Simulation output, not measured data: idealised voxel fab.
process module | voxel air gaps
Section shown: cut. Width: 290 nm. Cell size: 5 nm, square.
Heads up, the way a cross-section reads in here is a grid of square cells, handed over as bands from the top down, with every band being one or more rows of cells. For a band, the entry starts with two heights in nm, that of the top and then that of the bottom, and carries on with the band's materials in order from left to right, each alongside its width in nm; the word "full width" beside a single material means it fills the band edge to edge, and "empty" means empty space. Height datum 0, below which the as-received substrate wafer is one material. Lowest band open at the bottom, running downward: "0 down". The two numbers in a width such as "30..40" mark its ends across the band: the first belongs to the top row of cells, the second to the bottom row, and from each row to the next the width moves by the same amount. A step reported as "changes: none" is a step in which no cell of the cross-section changed. This entry, "Closed void register", enumerates those empty regions of no fewer than 8 cells that possess no open connection to the top. Each region is reported in the form width x height at distance, the distance being taken from the left edge, with all three quantities expressed in nm. Read whatever lies past the settings on a step's line as the simulator's own remark about the step. The line of a step may include "overlay nm". On a step with a mask, this value is how far to the right of its planned place the mask lay. A negative value means the mask lay to the left.

-- Steps in the process plan
1,RECEIVE with material Si
2,CONFORMAL_DEP with material SiO2, thk nm 15
3,CONFORMAL_DEP with material SiCN, thk nm 5
4,DIRECTIONAL_DEP with material SiO2, thk nm 40
5,DIRECTIONAL_DEP with material aC, thk nm 15
6,PATTERN with tone open, mask id LINES, material resist, width nm 20, pitch nm 45, thk nm 30, overlay nm 0
7,DIRECTIONAL_ETCH with etch materials aC, depth nm 15
8,STRIP with etch materials resist
9,DIRECTIONAL_ETCH with etch materials SiO2, depth nm 40
10,STRIP with etch materials aC
11,CONFORMAL_DEP with material TiN, thk nm 5
12,FILL_DEP with material W, thk nm 5
13,CMP with height nm 60
14,EPI with material Ru, thk nm 10
15,SELECTIVE_ETCH with etch materials SiO2, depth nm 50
16,CONFORMAL_DEP with material SiCN, thk nm 5

-- Step 1 complete: cross-section of the wafer as received
	0 down: Si full width
	Closed void register: none

-- Post-module cross-section of the first of two wafers (run per plan)
	75 to 70: empty (50), then SiCN (185), then empty (55)
	70 to 60: empty (50), then SiCN (5), then Ru (40), then SiCN (5), then Ru (40), then SiCN (5), then Ru (40), then SiCN (5), then Ru (40), then SiCN (5), then empty (55)
	60 to 55: empty (50), then SiCN (15), then TiN (5), then W (10), then TiN (5), then SiCN (25), then TiN (5), then W (10), then TiN (5), then SiCN (25), then TiN (5), then W (10), then TiN (5), then SiCN (25), then TiN (5), then W (10), then TiN (5), then SiCN (15), then empty (55)
	55 to 25: empty (60), then SiCN (5), then TiN (5), then W (10), then TiN (5), then SiCN (5), then empty (15), then SiCN (5), then TiN (5), then W (10), then TiN (5), then SiCN (5), then empty (15), then SiCN (5), then TiN (5), then W (10), then TiN (5), then SiCN (5), then empty (15), then SiCN (5), then TiN (5), then W (10), then TiN (5), then SiCN (5), then empty (65)
	25 to 20: SiCN (65), then TiN (20), then SiCN (25), then TiN (20), then SiCN (25), then TiN (20), then SiCN (25), then TiN (20), then SiCN (70)
	20 to 15: SiCN full width
	15 to 0: SiO2 full width
	0 down: Si full width
	Closed void register: 15 x 30 at 90; 15 x 30 at 135; 15 x 30 at 180

-- Second wafer of the two, sectioned at the end of the module. It began like the first and followed the same plan, but one mistake was made while running it
	75 to 70: empty (50), then SiCN (185), then empty (55)
	70 to 60: empty (50), then SiCN (5), then Ru (40), then SiCN (5), then Ru (40), then SiCN (5), then Ru (40), then SiCN (5), then Ru (40), then SiCN (5), then empty (55)
	60 to 55: empty (50), then SiCN (15), then TiN (5), then W (10), then TiN (5), then SiCN (25), then TiN (5), then W (10), then TiN (5), then SiCN (25), then TiN (5), then W (10), then TiN (5), then SiCN (25), then TiN (5), then W (10), then TiN (5), then SiCN (15), then empty (55)
	55 to 40: empty (60), then SiCN (5), then TiN (5), then W (10), then TiN (5), then SiCN (5), then empty (15), then SiCN (5), then TiN (5), then W (10), then TiN (5), then SiCN (5), then empty (15), then SiCN (5), then TiN (5), then W (10), then TiN (5), then SiCN (5), then empty (15), then SiCN (5), then TiN (5), then W (10), then TiN (5), then SiCN (5), then empty (65)
	40 to 35: SiCN (65), then TiN (20), then SiCN (25), then TiN (20), then SiCN (25), then TiN (20), then SiCN (25), then TiN (20), then SiCN (70)
	35 to 30: SiCN full width
	30 to 0: SiO2 full width
	0 down: Si full width
	Closed void register: 15 x 15 at 90; 15 x 15 at 135; 15 x 15 at 180
In executing the process, a mistake was made relative to the plan: heads up, step 2 of the plan got done twice
Materials where the second wafer ends with more or fewer cells than the first: -24 SiCN, +174 SiO2, -24 TiN, -24 W
